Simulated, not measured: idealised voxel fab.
You're looking at the process module voxel wiring stack.
For reference, the cross-section in this document is cut, with width 165 nm and square cells of 5 nm.
Reading order for cross-sections: top band down to bottom band. Underlying form: a grid of square cells. Band size: one or more rows of cells.
Band entry format. Leading values: height of top, height of bottom, nm. Remainder: materials in left-to-right order, each with its width in nm. Special words: "edge to edge" on a single material, which then fills the band edge to edge; "air", empty space.
Below 0: as-received wafer, all one material; heights counted from there. Lowest band: no bottom, goes on down, written "0 down".
The notation "30..40" denotes a width that varies across the rows of cells in the band, beginning at the first number in the top row, finishing at the second number in the bottom row, and changing by an identical amount from each row to the next.
What does "remains unaltered" mean for a step? It means no cell of the cross-section changed in that step.
Look at "Closed voids list" for the closed voids: empty spaces with no open path to the top, sized 8 cells or up. Each is width x height at distance, distance from the left edge, all nm.
Past the settings on a step's line: simulator remark, on that step.
overlay nm: mask offset rightward from planned place, masked step; negative means leftward offset.

-- These are the steps we planned for the process
1. RECEIVE with material Si
2. CONFORMAL_DEP with material SiO2, thk nm 10
3. DIRECTIONAL_DEP with material TiN, thk nm 5
4. DIRECTIONAL_DEP with material W, thk nm 25
5. PATTERN with tone cover, mask id METAL_1, material resist, width nm 20, pitch nm 40, thk nm 15, overlay nm 0
6. DIRECTIONAL_ETCH with etch materials W, depth nm 25
7. DIRECTIONAL_ETCH with etch materials TiN, depth nm 5
8. STRIP with etch materials resist
9. CONFORMAL_DEP with material SiCN, thk nm 5
10. FILL_DEP with material lowk, thk nm 10
11. CMP with height nm 40
12. CONFORMAL_DEP with material SiCN, thk nm 5
13. DIRECTIONAL_DEP with material SiO2, thk nm 20
14. DIRECTIONAL_DEP with material aC, thk nm 10
15. PATTERN with tone open, mask id PLUG_1, material resist, width nm 15, pitch nm 40, thk nm 25, overlay nm 0
16. DIRECTIONAL_ETCH with etch materials aC, depth nm 10
17. STRIP with etch materials resist
18. DIRECTIONAL_ETCH with etch materials SiO2, depth nm 20
19. DIRECTIONAL_ETCH with etch materials SiCN, depth nm 5
20. STRIP with etch materials aC
21. CONFORMAL_DEP with material TiN, thk nm 5
22. FILL_DEP with material Cu, thk nm 10
23. CMP with height nm 65
24. DIRECTIONAL_DEP with material TiN, thk nm 5
25. DIRECTIONAL_DEP with material Ru, thk nm 15
26. PATTERN with tone cover, mask id METAL_2, material resist, width nm 15, pitch nm 40, thk nm 20, overlay nm 0
27. DIRECTIONAL_ETCH with etch materials Ru, depth nm 15
28. DIRECTIONAL_ETCH with etch materials TiN, depth nm 5
29. STRIP with etch materials resist
30. FILL_DEP with material lowk, thk nm 10
31. CMP with height nm 85
32. CONFORMAL_DEP with material SiCN, thk nm 5
33. DIRECTIONAL_DEP with material lowk, thk nm 20
34. PATTERN with tone open, mask id PLUG_2, material resist, width nm 15, pitch nm 40, thk nm 15, overlay nm 0
35. DIRECTIONAL_ETCH with etch materials lowk, depth nm 20
36. DIRECTIONAL_ETCH with etch materials SiCN, depth nm 5
37. STRIP with etch materials resist
38. EPI with material Ru, thk nm 10
39. EPI with material Ru, thk nm 10
40. EPI with material Ru, thk nm 5
41. DIRECTIONAL_DEP with material TiN, thk nm 5
42. DIRECTIONAL_DEP with material Ru, thk nm 15
43. DIRECTIONAL_DEP with material aC, thk nm 10
44. PATTERN with tone cover, mask id METAL_3, material resist, width nm 20, pitch nm 40, thk nm 25, overlay nm 0
45. DIRECTIONAL_ETCH with etch materials aC, depth nm 10
46. STRIP with etch materials resist
47. DIRECTIONAL_ETCH with etch materials Ru, depth nm 15
48. DIRECTIONAL_ETCH with etch materials TiN, depth nm 5
49. STRIP with etch materials aC
50. CONFORMAL_DEP with material SiN, thk nm 5
51. FILL_DEP with material SiO2, thk nm 10
52. CMP with height nm 130
53. CONFORMAL_DEP with material SiCN, thk nm 5
54. DIRECTIONAL_DEP with material lowk, thk nm 20
55. MASKED_ETCH with tone open, mask id PLUG_3, width nm 15, pitch nm 40, etch materials lowk, depth nm 20, overlay nm 0
56. MASKED_ETCH with tone open, mask id PLUG_3, width nm 15, pitch nm 40, etch materials SiCN, depth nm 5, overlay nm 0
57. EPI with material Ru, thk nm 10
58. EPI with material Ru, thk nm 10
59. EPI with material Ru, thk nm 5
60. DIRECTIONAL_DEP with material TiN, thk nm 5
61. DIRECTIONAL_DEP with material W, thk nm 15
62. MASKED_ETCH with tone cover, mask id METAL_4, width nm 20, pitch nm 40, etch materials W, depth nm 15, overlay nm 0
63. MASKED_ETCH with tone cover, mask id METAL_4, width nm 20, pitch nm 40, etch materials TiN, depth nm 5, overlay nm 0
64. FILL_DEP with material SiO2, thk nm 10
65. CMP with height nm 175
66. CONFORMAL_DEP with material SiCN, thk nm 5
Wafer-to-wafer difference: width nm, step 26. Common start. Plan = first wafer's value.

-- As-received state after step 1, first of several wafers, cross-section
> 0 down | Si edge to edge
> Closed voids list: none

-- wafer rows; end of module; cells per material since receipt: (+) gained, (-) lost; then closed voids
width nm 15; +12 Cu; +153 Ru; +156 SiCN; +39 SiN; +291 SiO2; +78 TiN; +96 W; +363 lowk; Closed voids list: none
width nm 20; +12 Cu; +162 Ru; +156 SiCN; +39 SiN; +291 SiO2; +81 TiN; +96 W; +351 lowk; Closed voids list: none
width nm 25; +12 Cu; +171 Ru; +156 SiCN; +39 SiN; +291 SiO2; +84 TiN; +96 W; +339 lowk; Closed voids list: none
